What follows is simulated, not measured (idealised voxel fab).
process module | voxel self aligned contacts
Displayed cross-section: cut, width of 255 nm, square cells sized 5 nm.
Square cells in a grid make up a cross-section in this document, and the grid is given as bands, listed from the top down, each one or more rows of cells. Heights first: top, then bottom, in nm. Then materials, left to right, each with a width in nm. "throughout" on a single material: fills the band edge to edge. "blank": empty space. Counting heights begins at 0, where everything beneath is, in the wafer as received, one material. The lowest band has no bottom; it goes on downwards, as "top 0, no bottom" shows. Quick explanation for "30 to 40": the width changes in equal steps down the rows of cells, from the first number in the band's top row to the second number in its bottom row. Step marked "no modifications"? Then no cell in the cross-section changed in it. Entry "Catalogued sealed voids". Content: empty spaces with no open connection to the top, size 8 cells or greater. Each: width x height at distance. Distance: from left edge. Unit: nm. On a step's line, text after the settings is the simulator commenting on that step. Among the settings permitted on a step's line is "overlay nm"; applied to a step with a mask, it specifies the extent to which the mask lay to the right of its planned position, whereas a negative figure signifies a position to the left.
Listed below are the process steps as planned:
step 1: RECEIVE (material Si)
step 2: CONFORMAL_DEP (material SiO2; thk nm 5)
step 3: DIRECTIONAL_DEP (material polySi; thk nm 25)
step 4: DIRECTIONAL_DEP (material SiN; thk nm 25)
step 5: PATTERN (tone cover; mask id GATE; material resist; width nm 25; pitch nm 60; thk nm 15; overlay nm -15)
step 6: DIRECTIONAL_ETCH (etch materials SiN; depth nm 25)
step 7: DIRECTIONAL_ETCH (etch materials polySi; depth nm 25)
step 8: STRIP (etch materials resist)
step 9: CONFORMAL_DEP (material SiN; thk nm 10)
step 10: DIRECTIONAL_ETCH (etch materials SiN; depth nm 10)
step 11: FILL_DEP (material SiO2; thk nm 15)
step 12: CMP (height nm 60)
step 13: PATTERN (tone open; mask id CONTACT; material resist; width nm 45; thk nm 15; overlay nm 0)
step 14: DIRECTIONAL_ETCH (etch materials SiO2; depth nm 60)
step 15: STRIP (etch materials resist)
step 16: CONFORMAL_DEP (material TiN; thk nm 5)
step 17: FILL_DEP (material Ru; thk nm 5)
step 18: CMP (height nm 60)
step 19: CONFORMAL_DEP (material SiCN; thk nm 5)
Split variable: overlay nm, step 5. Plan value = first wafer. Wafers start alike.
The first of several wafers, as received after step 1, seen in section:
> top 0, no bottom: Si throughout
> Catalogued sealed voids: none
First of several wafers in cross-section at module end, following the final step, step 19:
> top 65, bottom 60: SiCN throughout
> top 60, bottom 55: 105 of SiO2; 5 of TiN; 5 of Ru; 35 of TiN; 105 of SiO2
> top 55, bottom 30: 60 of SiO2; 45 of SiN; 5 of TiN; 5 of Ru; 5 of TiN; 45 of SiN; 90 of SiO2
> top 30, bottom 5: 60 of SiO2; 10 of SiN; 25 of polySi; 10 of SiN; 5 of TiN; 5 of Ru; 5 of TiN; 10 of SiN; 25 of polySi; 10 of SiN; 90 of SiO2
> top 5, bottom 0: 105 of SiO2; 15 of TiN; 135 of SiO2
> top 0, no bottom: Si throughout
> Catalogued sealed voids: none
The last wafer as seen in cross-section at the end of the module:
> top 65, bottom 60: SiCN throughout
> top 60, bottom 55: 105 of SiO2; 35 of TiN; 5 of Ru; 5 of TiN; 105 of SiO2
> top 55, bottom 30: 90 of SiO2; 45 of SiN; 5 of TiN; 5 of Ru; 5 of TiN; 45 of SiN; 60 of SiO2
> top 30, bottom 5: 90 of SiO2; 10 of SiN; 25 of polySi; 10 of SiN; 5 of TiN; 5 of Ru; 5 of TiN; 10 of SiN; 25 of polySi; 10 of SiN; 60 of SiO2
> top 5, bottom 0: 135 of SiO2; 15 of TiN; 105 of SiO2
> top 0, no bottom: Si throughout
> Catalogued sealed voids: none
For your reference, the table is organized with a row per wafer; each row reflects the wafer at the end of the module, indicating for each material the cells gained (+) or lost (-) since receipt, and thereafter its closed voids:
overlay nm -15, +11 Ru, +51 SiCN, +130 SiN, +390 SiO2, +31 TiN, +50 polySi, Catalogued sealed voids: none
overlay nm -10, +11 Ru, +51 SiCN, +130 SiN, +390 SiO2, +31 TiN, +50 polySi, Catalogued sealed voids: none
overlay nm -5, +11 Ru, +51 SiCN, +130 SiN, +390 SiO2, +31 TiN, +50 polySi, Catalogued sealed voids: none
overlay nm 0, +11 Ru, +51 SiCN, +130 SiN, +390 SiO2, +31 TiN, +50 polySi, Catalogued sealed voids: none
overlay nm 5, +11 Ru, +51 SiCN, +130 SiN, +390 SiO2, +31 TiN, +50 polySi, Catalogued sealed voids: none
overlay nm 10, +11 Ru, +51 SiCN, +130 SiN, +390 SiO2, +31 TiN, +50 polySi, Catalogued sealed voids: none
overlay nm 15, +11 Ru, +51 SiCN, +130 SiN, +390 SiO2, +31 TiN, +50 polySi, Catalogued sealed voids: none
